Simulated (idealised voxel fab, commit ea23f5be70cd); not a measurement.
Process module, titled voxel wiring stack
In the cross-section labelled cut, the width is 195 nm and each square cell is 5 nm.
We lay out every cross-section as a grid of square cells and spell it out in bands from the top down, where one band means one or more rows of cells.
Top height, bottom height, nm. Materials left to right, width each, nm. Single material + "all across" = fills band edge to edge. "air" = empty.
The reference from which all heights are counted is 0, the level beneath which the as-received wafer is entirely one material; the lowest band, having no lower bound, proceeds downward and is written after the example "0 and below".
Quick explanation for "30 to 40": the width changes in equal steps down the rows of cells, from the first number in the band's top row to the second number in its bottom row.
What does "remained the same" mean for a step? It means no cell of the cross-section changed in that step.
In the "Completely sealed voids" entry, you get each enclosed empty space of 8 cells or more, one with no open way to the top, written width x height at distance, distance from the left edge, in nm.
Where a step's line continues beyond its settings, the continuation is a remark by the simulator itself on that step.
You can add "overlay nm" to a step's line. For a step with a mask, it describes how far the mask lay to the right of its planned position, and a negative number describes a lay to the left.
Here's what the planned process steps look like
1) RECEIVE [material Si]
2) CONFORMAL_DEP [material SiO2] [thk nm 10]
3) DIRECTIONAL_DEP [material TiN] [thk nm 5]
4) DIRECTIONAL_DEP [material W] [thk nm 20]
5) MASKED_ETCH [tone cover] [mask id METAL_1] [width nm 25] [pitch nm 40] [etch materials W] [depth nm 20] [overlay nm 0]
6) MASKED_ETCH [tone cover] [mask id METAL_1] [width nm 25] [pitch nm 40] [etch materials TiN] [depth nm 5] [overlay nm 0]
7) CONFORMAL_DEP [material SiN] [thk nm 5]
8) FILL_DEP [material lowk] [thk nm 5]
9) CMP [height nm 35]
10) CONFORMAL_DEP [material SiCN] [thk nm 5]
11) DIRECTIONAL_DEP [material lowk] [thk nm 15]
12) MASKED_ETCH [tone open] [mask id PLUG_1] [width nm 15] [pitch nm 40] [etch materials lowk] [depth nm 15] [overlay nm 0]
13) MASKED_ETCH [tone open] [mask id PLUG_1] [width nm 15] [pitch nm 40] [etch materials SiCN] [depth nm 5] [overlay nm 0]
14) EPI [material Ru] [thk nm 10]
15) EPI [material Ru] [thk nm 10]
16) CONFORMAL_DEP [material SiCN] [thk nm 5]
17) DIRECTIONAL_DEP [material SiO2] [thk nm 20]
18) PATTERN [tone open] [mask id METAL_2] [material resist] [width nm 25] [pitch nm 40] [thk nm 20] [overlay nm 0]
19) DIRECTIONAL_ETCH [etch materials SiO2] [depth nm 20]
20) DIRECTIONAL_ETCH [etch materials SiCN] [depth nm 5]
21) STRIP [etch materials resist]
22) CONFORMAL_DEP [material TiN] [thk nm 5]
23) FILL_DEP [material Ru] [thk nm 5]
24) CMP [height nm 80]
25) CONFORMAL_DEP [material SiCN] [thk nm 5]
First wafer out of two, processed as planned
As-received wafer cross-section (after step 1)
	0 and below  Si all across
	Completely sealed voids: none
After step 2, in cross-section
	10 down to 0  SiO2 all across
	Nothing below the height 0 has changed.
After step 3, in cross-section
	15 down to 10  TiN all across
	Nothing below the height 10 has changed.
After step 4, in cross-section
	35 down to 15  W all across
	Nothing below the height 15 has changed.
After step 5, in cross-section
	35 down to 15  25 nm air / 25 nm W / 15 nm air / 25 nm W / 15 nm air / 25 nm W / 15 nm air / 25 nm W / 25 nm air
	Nothing below the height 15 has changed.
After step 6, in cross-section
	35 down to 15  25 nm air / 25 nm W / 15 nm air / 25 nm W / 15 nm air / 25 nm W / 15 nm air / 25 nm W / 25 nm air
	15 down to 10  25 nm air / 25 nm TiN / 15 nm air / 25 nm TiN / 15 nm air / 25 nm TiN / 15 nm air / 25 nm TiN / 25 nm air
	Nothing below the height 10 has changed.
After step 7, in cross-section
	40 down to 35  20 nm air / 35 nm SiN / 5 nm air / 35 nm SiN / 5 nm air / 35 nm SiN / 5 nm air / 35 nm SiN / 20 nm air
	35 down to 15  20 nm air / 5 nm SiN / 25 nm W / 5 nm SiN / 5 nm air / 5 nm SiN / 25 nm W / 5 nm SiN / 5 nm air / 5 nm SiN / 25 nm W / 5 nm SiN / 5 nm air / 5 nm SiN / 25 nm W / 5 nm SiN / 20 nm air
	15 down to 10  25 nm SiN / 25 nm TiN / 15 nm SiN / 25 nm TiN / 15 nm SiN / 25 nm TiN / 15 nm SiN / 25 nm TiN / 25 nm SiN
	Nothing below the height 10 has changed.
After step 8, in cross-section
	45 down to 40  lowk all across
	40 down to 35  20 nm lowk / 35 nm SiN / 5 nm lowk / 35 nm SiN / 5 nm lowk / 35 nm SiN / 5 nm lowk / 35 nm SiN / 20 nm lowk
	35 down to 15  20 nm lowk / 5 nm SiN / 25 nm W / 5 nm SiN / 5 nm lowk / 5 nm SiN / 25 nm W / 5 nm SiN / 5 nm lowk / 5 nm SiN / 25 nm W / 5 nm SiN / 5 nm lowk / 5 nm SiN / 25 nm W / 5 nm SiN / 20 nm lowk
	Nothing below the height 15 has changed.
After step 9, in cross-section
	35 down to 15  20 nm lowk / 5 nm SiN / 25 nm W / 5 nm SiN / 5 nm lowk / 5 nm SiN / 25 nm W / 5 nm SiN / 5 nm lowk / 5 nm SiN / 25 nm W / 5 nm SiN / 5 nm lowk / 5 nm SiN / 25 nm W / 5 nm SiN / 20 nm lowk
	Nothing below the height 15 has changed.
After step 10, in cross-section
	40 down to 35  SiCN all across
	Nothing below the height 35 has changed.
After step 11, in cross-section
	55 down to 40  lowk all across
	Nothing below the height 40 has changed.
After step 12, in cross-section
	55 down to 40  25 nm lowk / 15 nm air / 25 nm lowk / 15 nm air / 25 nm lowk / 15 nm air / 25 nm lowk / 15 nm air / 35 nm lowk
	Nothing below the height 40 has changed.
After step 13, in cross-section
	55 down to 40  25 nm lowk / 15 nm air / 25 nm lowk / 15 nm air / 25 nm lowk / 15 nm air / 25 nm lowk / 15 nm air / 35 nm lowk
	40 down to 35  25 nm SiCN / 15 nm air / 25 nm SiCN / 15 nm air / 25 nm SiCN / 15 nm air / 25 nm SiCN / 15 nm air / 35 nm SiCN
	Nothing below the height 35 has changed.
After step 14, in cross-section
	55 down to 45  25 nm lowk / 15 nm air / 25 nm lowk / 15 nm air / 25 nm lowk / 15 nm air / 25 nm lowk / 15 nm air / 35 nm lowk
	45 down to 40  25 nm lowk / 15 nm Ru / 25 nm lowk / 15 nm Ru / 25 nm lowk / 15 nm Ru / 25 nm lowk / 15 nm Ru / 35 nm lowk
	40 down to 35  25 nm SiCN / 15 nm Ru / 25 nm SiCN / 15 nm Ru / 25 nm SiCN / 15 nm Ru / 25 nm SiCN / 15 nm Ru / 35 nm SiCN
	Nothing below the height 35 has changed.
After step 15, in cross-section
	55 down to 40  25 nm lowk / 15 nm Ru / 25 nm lowk / 15 nm Ru / 25 nm lowk / 15 nm Ru / 25 nm lowk / 15 nm Ru / 35 nm lowk
	Nothing below the height 40 has changed.
After step 16, in cross-section
	60 down to 55  SiCN all across
	Nothing below the height 55 has changed.
After step 17, in cross-section
	80 down to 60  SiO2 all across
	Nothing below the height 60 has changed.
After step 18, in cross-section
	100 down to 80  25 nm resist / 25 nm air / 15 nm resist / 25 nm air / 15 nm resist / 25 nm air / 15 nm resist / 25 nm air / 25 nm resist
	Nothing below the height 80 has changed.
After step 19, in cross-section
	100 down to 80  25 nm resist / 25 nm air / 15 nm resist / 25 nm air / 15 nm resist / 25 nm air / 15 nm resist / 25 nm air / 25 nm resist
	80 down to 60  25 nm SiO2 / 25 nm air / 15 nm SiO2 / 25 nm air / 15 nm SiO2 / 25 nm air / 15 nm SiO2 / 25 nm air / 25 nm SiO2
	Nothing below the height 60 has changed.
After step 20, in cross-section
	100 down to 80  25 nm resist / 25 nm air / 15 nm resist / 25 nm air / 15 nm resist / 25 nm air / 15 nm resist / 25 nm air / 25 nm resist
	80 down to 60  25 nm SiO2 / 25 nm air / 15 nm SiO2 / 25 nm air / 15 nm SiO2 / 25 nm air / 15 nm SiO2 / 25 nm air / 25 nm SiO2
	60 down to 55  25 nm SiCN / 25 nm air / 15 nm SiCN / 25 nm air / 15 nm SiCN / 25 nm air / 15 nm SiCN / 25 nm air / 25 nm SiCN
	Nothing below the height 55 has changed.
After step 21, in cross-section
	80 down to 60  25 nm SiO2 / 25 nm air / 15 nm SiO2 / 25 nm air / 15 nm SiO2 / 25 nm air / 15 nm SiO2 / 25 nm air / 25 nm SiO2
	Nothing below the height 60 has changed.
After step 22, in cross-section
	85 down to 80  30 nm TiN / 15 nm air / 25 nm TiN / 15 nm air / 25 nm TiN / 15 nm air / 25 nm TiN / 15 nm air / 30 nm TiN
	80 down to 60  25 nm SiO2 / 5 nm TiN / 15 nm air / 5 nm TiN / 15 nm SiO2 / 5 nm TiN / 15 nm air / 5 nm TiN / 15 nm SiO2 / 5 nm TiN / 15 nm air / 5 nm TiN / 15 nm SiO2 / 5 nm TiN / 15 nm air / 5 nm TiN / 25 nm SiO2
	60 down to 55  25 nm SiCN / 25 nm TiN / 15 nm SiCN / 25 nm TiN / 15 nm SiCN / 25 nm TiN / 15 nm SiCN / 25 nm TiN / 25 nm SiCN
	Nothing below the height 55 has changed.
After step 23, in cross-section
	90 down to 85  Ru all across
	85 down to 80  30 nm TiN / 15 nm Ru / 25 nm TiN / 15 nm Ru / 25 nm TiN / 15 nm Ru / 25 nm TiN / 15 nm Ru / 30 nm TiN
	80 down to 60  25 nm SiO2 / 5 nm TiN / 15 nm Ru / 5 nm TiN / 15 nm SiO2 / 5 nm TiN / 15 nm Ru / 5 nm TiN / 15 nm SiO2 / 5 nm TiN / 15 nm Ru / 5 nm TiN / 15 nm SiO2 / 5 nm TiN / 15 nm Ru / 5 nm TiN / 25 nm SiO2
	Nothing below the height 60 has changed.
After step 24, in cross-section
	80 down to 60  25 nm SiO2 / 5 nm TiN / 15 nm Ru / 5 nm TiN / 15 nm SiO2 / 5 nm TiN / 15 nm Ru / 5 nm TiN / 15 nm SiO2 / 5 nm TiN / 15 nm Ru / 5 nm TiN / 15 nm SiO2 / 5 nm TiN / 15 nm Ru / 5 nm TiN / 25 nm SiO2
	Nothing below the height 60 has changed.
After step 25, in cross-section
	85 down to 80  SiCN all across
	Nothing below the height 80 has changed.
The remaining wafer, second of the two, started like the first and was run to the same plan, except that one mistake was made along the way; the two coincide through step 8, inclusive
Here is the second wafer in cross-section at the point where step 9 of the plan should have been done
	40 down to 35  20 nm lowk / 35 nm SiN / 5 nm lowk / 35 nm SiN / 5 nm lowk / 35 nm SiN / 5 nm lowk / 35 nm SiN / 20 nm lowk
	Nothing below the height 35 has changed.
Here is the second wafer in cross-section at the point where step 10 of the plan should have been done
	45 down to 40  SiCN all across
	Nothing below the height 40 has changed.
Here is the second wafer in cross-section at the point where step 11 of the plan should have been done
	60 down to 45  lowk all across
	Nothing below the height 45 has changed.
Here is the second wafer in cross-section at the point where step 12 of the plan should have been done
	60 down to 45  25 nm lowk / 15 nm air / 25 nm lowk / 15 nm air / 25 nm lowk / 15 nm air / 25 nm lowk / 15 nm air / 35 nm lowk
	Nothing below the height 45 has changed.
Here is the second wafer in cross-section at the point where step 13 of the plan should have been done
	60 down to 45  25 nm lowk / 15 nm air / 25 nm lowk / 15 nm air / 25 nm lowk / 15 nm air / 25 nm lowk / 15 nm air / 35 nm lowk
	45 down to 40  25 nm SiCN / 15 nm air / 25 nm SiCN / 15 nm air / 25 nm SiCN / 15 nm air / 25 nm SiCN / 15 nm air / 35 nm SiCN
	Nothing below the height 40 has changed.
Here is the second wafer in cross-section at the point where step 14 of the plan should have been done: remained the same
Here is the second wafer in cross-section at the point where step 15 of the plan should have been done: remained the same
Here is the second wafer in cross-section at the point where step 16 of the plan should have been done
	65 down to 60  30 nm SiCN / 5 nm air / 35 nm SiCN / 5 nm air / 35 nm SiCN / 5 nm air / 35 nm SiCN / 5 nm air / 40 nm SiCN
	60 down to 45  25 nm lowk / 5 nm SiCN / 5 nm air / 5 nm SiCN / 25 nm lowk / 5 nm SiCN / 5 nm air / 5 nm SiCN / 25 nm lowk / 5 nm SiCN / 5 nm air / 5 nm SiCN / 25 nm lowk / 5 nm SiCN / 5 nm air / 5 nm SiCN / 35 nm lowk
	45 down to 40  SiCN all across
	Nothing below the height 40 has changed.
Here is the second wafer in cross-section at the point where step 17 of the plan should have been done
	85 down to 65  30 nm SiO2 / 5 nm air / 35 nm SiO2 / 5 nm air / 35 nm SiO2 / 5 nm air / 35 nm SiO2 / 5 nm air / 40 nm SiO2
	65 down to 60  30 nm SiCN / 5 nm SiO2 / 35 nm SiCN / 5 nm SiO2 / 35 nm SiCN / 5 nm SiO2 / 35 nm SiCN / 5 nm SiO2 / 40 nm SiCN
	60 down to 45  25 nm lowk / 5 nm SiCN / 5 nm SiO2 / 5 nm SiCN / 25 nm lowk / 5 nm SiCN / 5 nm SiO2 / 5 nm SiCN / 25 nm lowk / 5 nm SiCN / 5 nm SiO2 / 5 nm SiCN / 25 nm lowk / 5 nm SiCN / 5 nm SiO2 / 5 nm SiCN / 35 nm lowk
	Nothing below the height 45 has changed.
Here is the second wafer in cross-section at the point where step 18 of the plan should have been done
	105 down to 85  25 nm resist / 25 nm air / 15 nm resist / 25 nm air / 15 nm resist / 25 nm air / 15 nm resist / 25 nm air / 25 nm resist
	Nothing below the height 85 has changed.
Here is the second wafer in cross-section at the point where step 19 of the plan should have been done
	105 down to 85  25 nm resist / 25 nm air / 15 nm resist / 25 nm air / 15 nm resist / 25 nm air / 15 nm resist / 25 nm air / 25 nm resist
	85 down to 65  25 nm SiO2 / 25 nm air / 15 nm SiO2 / 25 nm air / 15 nm SiO2 / 25 nm air / 15 nm SiO2 / 25 nm air / 25 nm SiO2
	65 down to 60  30 nm SiCN / 5 nm air / 35 nm SiCN / 5 nm air / 35 nm SiCN / 5 nm air / 35 nm SiCN / 5 nm air / 40 nm SiCN
	60 down to 45  25 nm lowk / 5 nm SiCN / 5 nm air / 5 nm SiCN / 25 nm lowk / 5 nm SiCN / 5 nm air / 5 nm SiCN / 25 nm lowk / 5 nm SiCN / 5 nm air / 5 nm SiCN / 25 nm lowk / 5 nm SiCN / 5 nm air / 5 nm SiCN / 35 nm lowk
	Nothing below the height 45 has changed.
Here is the second wafer in cross-section at the point where step 20 of the plan should have been done
	105 down to 85  25 nm resist / 25 nm air / 15 nm resist / 25 nm air / 15 nm resist / 25 nm air / 15 nm resist / 25 nm air / 25 nm resist
	85 down to 65  25 nm SiO2 / 25 nm air / 15 nm SiO2 / 25 nm air / 15 nm SiO2 / 25 nm air / 15 nm SiO2 / 25 nm air / 25 nm SiO2
	65 down to 60  25 nm SiCN / 25 nm air / 15 nm SiCN / 25 nm air / 15 nm SiCN / 25 nm air / 15 nm SiCN / 25 nm air / 25 nm SiCN
	60 down to 45  25 nm lowk / 5 nm SiCN / 5 nm air / 5 nm SiCN / 25 nm lowk / 5 nm SiCN / 5 nm air / 5 nm SiCN / 25 nm lowk / 5 nm SiCN / 5 nm air / 5 nm SiCN / 25 nm lowk / 5 nm SiCN / 5 nm air / 5 nm SiCN / 35 nm lowk
	45 down to 40  30 nm SiCN / 5 nm air / 35 nm SiCN / 5 nm air / 35 nm SiCN / 5 nm air / 35 nm SiCN / 5 nm air / 40 nm SiCN
	Nothing below the height 40 has changed.
Here is the second wafer in cross-section at the point where step 21 of the plan should have been done
	85 down to 65  25 nm SiO2 / 25 nm air / 15 nm SiO2 / 25 nm air / 15 nm SiO2 / 25 nm air / 15 nm SiO2 / 25 nm air / 25 nm SiO2
	Nothing below the height 65 has changed.
Here is the second wafer in cross-section at the point where step 22 of the plan should have been done
	90 down to 85  30 nm TiN / 15 nm air / 25 nm TiN / 15 nm air / 25 nm TiN / 15 nm air / 25 nm TiN / 15 nm air / 30 nm TiN
	85 down to 65  25 nm SiO2 / 5 nm TiN / 15 nm air / 5 nm TiN / 15 nm SiO2 / 5 nm TiN / 15 nm air / 5 nm TiN / 15 nm SiO2 / 5 nm TiN / 15 nm air / 5 nm TiN / 15 nm SiO2 / 5 nm TiN / 15 nm air / 5 nm TiN / 25 nm SiO2
	65 down to 60  25 nm SiCN / 25 nm TiN / 15 nm SiCN / 25 nm TiN / 15 nm SiCN / 25 nm TiN / 15 nm SiCN / 25 nm TiN / 25 nm SiCN
	60 down to 45  25 nm lowk / 5 nm SiCN / 5 nm TiN / 5 nm SiCN / 25 nm lowk / 5 nm SiCN / 5 nm TiN / 5 nm SiCN / 25 nm lowk / 5 nm SiCN / 5 nm TiN / 5 nm SiCN / 25 nm lowk / 5 nm SiCN / 5 nm TiN / 5 nm SiCN / 35 nm lowk
	45 down to 40  30 nm SiCN / 5 nm TiN / 35 nm SiCN / 5 nm TiN / 35 nm SiCN / 5 nm TiN / 35 nm SiCN / 5 nm TiN / 40 nm SiCN
	Nothing below the height 40 has changed.
Here is the second wafer in cross-section at the point where step 23 of the plan should have been done
	95 down to 90  Ru all across
	90 down to 85  30 nm TiN / 15 nm Ru / 25 nm TiN / 15 nm Ru / 25 nm TiN / 15 nm Ru / 25 nm TiN / 15 nm Ru / 30 nm TiN
	85 down to 65  25 nm SiO2 / 5 nm TiN / 15 nm Ru / 5 nm TiN / 15 nm SiO2 / 5 nm TiN / 15 nm Ru / 5 nm TiN / 15 nm SiO2 / 5 nm TiN / 15 nm Ru / 5 nm TiN / 15 nm SiO2 / 5 nm TiN / 15 nm Ru / 5 nm TiN / 25 nm SiO2
	Nothing below the height 65 has changed.
Here is the second wafer in cross-section at the point where step 24 of the plan should have been done
	80 down to 65  25 nm SiO2 / 5 nm TiN / 15 nm Ru / 5 nm TiN / 15 nm SiO2 / 5 nm TiN / 15 nm Ru / 5 nm TiN / 15 nm SiO2 / 5 nm TiN / 15 nm Ru / 5 nm TiN / 15 nm SiO2 / 5 nm TiN / 15 nm Ru / 5 nm TiN / 25 nm SiO2
	Nothing below the height 65 has changed.
Here is the second wafer in cross-section at the point where step 25 of the plan should have been done
	85 down to 80  SiCN all across
	Nothing below the height 80 has changed.
What was the processing mistake? it should be noted that step 9 was executed with settings other than those planned, the operation and settings actually applied being CMP [height nm 40]
End of process, cell counts, second wafer against first, materials with more or fewer: 60 fewer of Ru | 32 more of SiCN | 28 more of SiN | 19 fewer of SiO2 | 8 more of TiN | 11 more of lowk
